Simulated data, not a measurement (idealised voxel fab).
Process module heading - voxel capacitor over wiring
FYI the section here is cut, 270 nm wide, cells are 5 nm squares.
Heads up, the way a cross-section reads in here is a grid of square cells, handed over as bands from the top down, with every band being one or more rows of cells.
Heights first: top, then bottom, in nm. Then materials, left to right, each with a width in nm. "edge to edge" on a single material: fills the band edge to edge. "empty": empty space.
Heights from 0 (as-received wafer is one material below). Bottom band endless downward, as "0 nm and below".
Note: "30->40" means the width goes from the first number (top row of the band) to the second number (bottom row) in equal steps per row of cells.
Given "remains unaltered" for a step, no cell of the cross-section differs between before and after that step.
Entry "Enclosed void inventory". Content: empty spaces with no open connection to the top, size 8 cells or greater. Each: width x height at distance. Distance: from left edge. Unit: nm.
Note: text after step settings on the step line = simulator remark on that step.
The line of a step may include "overlay nm". On a step with a mask, this value is how far to the right of its planned place the mask lay. A negative value means the mask lay to the left.

Steps planned for the process
- 1: RECEIVE, material Si
- 2: CONFORMAL_DEP, material SiO2, thk nm 10
- 3: DIRECTIONAL_DEP, material TiN, thk nm 5
- 4: DIRECTIONAL_DEP, material W, thk nm 15
- 5: MASKED_ETCH, tone cover, mask id METAL_1, width nm 25, pitch nm 95, etch materials W, depth nm 15, overlay nm 0
- 6: MASKED_ETCH, tone cover, mask id METAL_1, width nm 25, pitch nm 95, etch materials TiN, depth nm 5, overlay nm 0
- 7: CONFORMAL_DEP, material SiCN, thk nm 5
- 8: FILL_DEP, material lowk, thk nm 10
- 9: CMP, height nm 30
- 10: CONFORMAL_DEP, material SiCN, thk nm 5
- 11: DIRECTIONAL_DEP, material SiO2, thk nm 10
- 12: DIRECTIONAL_DEP, material aC, thk nm 15
- 13: PATTERN, tone open, mask id PLUG_1, material resist, width nm 15, thk nm 30, overlay nm 0
- 14: DIRECTIONAL_ETCH, etch materials aC, depth nm 15
- 15: STRIP, etch materials resist
- 16: DIRECTIONAL_ETCH, etch materials SiO2, depth nm 10
- 17: DIRECTIONAL_ETCH, etch materials SiCN, depth nm 5
- 18: STRIP, etch materials aC
- 19: EPI, material Ru, thk nm 10
- 20: EPI, material Ru, thk nm 5
- 21: DIRECTIONAL_DEP, material TiN, thk nm 10
- 22: DIRECTIONAL_DEP, material HfO2, thk nm 5
- 23: DIRECTIONAL_DEP, material TiN, thk nm 5
- 24: MASKED_ETCH, tone cover, mask id UPPER_PLATE, width nm 75, etch materials TiN, depth nm 5, overlay nm 0
- 25: MASKED_ETCH, tone cover, mask id UPPER_PLATE, width nm 75, etch materials HfO2, depth nm 5, overlay nm 0
- 26: DIRECTIONAL_DEP, material aC, thk nm 10
- 27: PATTERN, tone cover, mask id LOWER_PLATE, material resist, width nm 85, thk nm 25, overlay nm 0
- 28: DIRECTIONAL_ETCH, etch materials aC, depth nm 10
- 29: STRIP, etch materials resist
- 30: DIRECTIONAL_ETCH, etch materials TiN, depth nm 10
- 31: STRIP, etch materials aC
- 32: FILL_DEP, material SiO2, thk nm 20
- 33: CMP, height nm 80
- 34: PATTERN, tone open, mask id PLUG_2, material resist, width nm 15, thk nm 20, overlay nm 0
- 35: DIRECTIONAL_ETCH, etch materials SiO2, depth nm 15
- 36: STRIP, etch materials resist
- 37: CONFORMAL_DEP, material TiN, thk nm 5
- 38: FILL_DEP, material W, thk nm 10
- 39: CMP, height nm 80
- 40: CONFORMAL_DEP, material SiN, thk nm 5

Cross-sectional view of the wafer in its as-received condition, corresponding to the state after step 1
* 0 nm and below: Si edge to edge
* Enclosed void inventory: none

Cross-section: first of two wafers, module finished, run according to plan
* 85 nm to 80 nm: SiN edge to edge
* 80 nm to 70 nm: SiO2=95  TiN=5  W=5  TiN=5  SiO2=160
* 70 nm to 60 nm: SiO2=95->85  TiN=15->75  SiO2=160->110
* 60 nm to 55 nm: SiO2=85  HfO2=75  SiO2=110
* 55 nm to 45 nm: SiO2=80  TiN=85  SiO2=105
* 45 nm to 35 nm: SiO2=85  Ru=15  SiO2=170
* 35 nm to 30 nm: SiCN=85  Ru=15  SiCN=170
* 30 nm to 15 nm: lowk=70  SiCN=5  W=25  SiCN=5  lowk=60  SiCN=5  W=25  SiCN=5  lowk=70
* 15 nm to 10 nm: SiCN=75  TiN=25  SiCN=70  TiN=25  SiCN=75
* 10 nm to 0 nm: SiO2 edge to edge
* 0 nm and below: Si edge to edge
* Enclosed void inventory: none

Module end: cross-section of wafer two of two. Same start and process plan as the first wafer. One mistake during execution
* 85 nm to 80 nm: SiN edge to edge
* 80 nm to 70 nm: SiO2=95->85  TiN=15->25  SiO2=160
* 70 nm to 65 nm: SiO2=85  HfO2=25  SiO2=160
* 65 nm to 60 nm: SiO2=80  TiN=80  SiO2=110
* 60 nm to 55 nm: SiO2=80  TiN=30  HfO2=50  SiO2=110
* 55 nm to 45 nm: SiO2=75  Ru=35  TiN=55  SiO2=105
* 45 nm to 35 nm: SiO2=85  Ru=15  SiO2=170
* 35 nm to 30 nm: SiCN=85  Ru=15  SiCN=170
* 30 nm to 15 nm: lowk=70  SiCN=5  W=25  SiCN=5  lowk=60  SiCN=5  W=25  SiCN=5  lowk=70
* 15 nm to 10 nm: SiCN=75  TiN=25  SiCN=70  TiN=25  SiCN=75
* 10 nm to 0 nm: SiO2 edge to edge
* 0 nm and below: Si edge to edge
* Enclosed void inventory: none
Heads up, the wafer didn't run the way we planned it: step 19 from the plan got run twice
Final difference in cells, second wafer against first, listed per material as more or fewer: 14 more of Ru; 8 fewer of SiO2; 4 fewer of TiN; 2 fewer of W
